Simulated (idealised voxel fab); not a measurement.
The document below concerns the process module designated voxel tone inversion.
Cross-sectional view cut (width: 225 nm; square cell size: 5 nm).
In what follows, cross-sections appear as grids of square cells, described through bands that run from the top down, where every band is one or more rows of cells. What a band's entry tells you: where the top is and where the bottom is, as heights in nm, and after that what lies inside, material by material from left to right, each with its width in nm. Empty space is written as the word "empty", and a single material marked with the word "full width" occupies the band from edge to edge. We count height from 0. Below that, the starting wafer is all one material. The lowest band never ends at the bottom but goes on down; see "0 -> down" for how that is written. When a width is written as two numbers, as in "30 to 40", the first number is the width in the top row of cells of the band and the second is the width in its bottom row, and the width changes by the same amount from each row to the next. The cross-section has no changed cell in any step marked "no change". "Closed void roster" contains a list of empty spaces, each no smaller than 8 cells and without an open way to the top, written in the form width x height at distance with the distance from the left edge and all three in nm. Post-settings text on a step line: simulator's own remark regarding the step. "overlay nm" on a masked step: distance the mask lay right of its planned place, negative for left.
So here's the lineup of process steps we planned
1) RECEIVE | material Si
2) CONFORMAL_DEP | material SiCN | thk nm 10
3) DIRECTIONAL_DEP | material aC | thk nm 15
4) PATTERN | tone cover | mask id POSTS | material resist | width nm 20 | pitch nm 40 | thk nm 20 | overlay nm 0
5) DIRECTIONAL_ETCH | etch materials aC | depth nm 15
6) STRIP | etch materials resist
7) FILL_DEP | material SiO2 | thk nm 10
8) CMP | height nm 25
9) STRIP | etch materials aC
10) CONFORMAL_DEP | material TiN | thk nm 5
11) FILL_DEP | material W | thk nm 10
12) CMP | height nm 25
13) CONFORMAL_DEP | material SiN | thk nm 5
Wafer as received: cross-section following step 1
- 0 -> down: Si full width
- Closed void roster: none
Cross-section: first of two wafers, module finished, run according to plan
- 30 -> 25: SiN full width
- 25 -> 15: SiO2 40 nm / TiN 5 nm / W 10 nm / TiN 5 nm / SiO2 20 nm / TiN 5 nm / W 10 nm / TiN 5 nm / SiO2 20 nm / TiN 5 nm / W 10 nm / TiN 5 nm / SiO2 20 nm / TiN 5 nm / W 10 nm / TiN 5 nm / SiO2 45 nm
- 15 -> 10: SiO2 40 nm / TiN 20 nm / SiO2 20 nm / TiN 20 nm / SiO2 20 nm / TiN 20 nm / SiO2 20 nm / TiN 20 nm / SiO2 45 nm
- 10 -> 0: SiCN full width
- 0 -> down: Si full width
- Closed void roster: none
End of module, second wafer, cross-section. Started like the first, planned like the first, run with one mistake
- 30 -> 25: SiN full width
- 25 -> 20: SiO2 full width
- 20 -> 5: SiO2 40 nm / aC 20 nm / SiO2 20 nm / aC 20 nm / SiO2 20 nm / aC 20 nm / SiO2 20 nm / aC 20 nm / SiO2 45 nm
- 5 -> 0: SiCN full width
- 0 -> down: Si full width
- Closed void roster: none
what went wrong: step 2 ran as: CONFORMAL_DEP | material SiCN | thk nm 5
Materials where the second wafer ends with more or fewer cells than the first: SiCN -45 | SiO2 +45 | TiN -32 | W -16 | aC +48
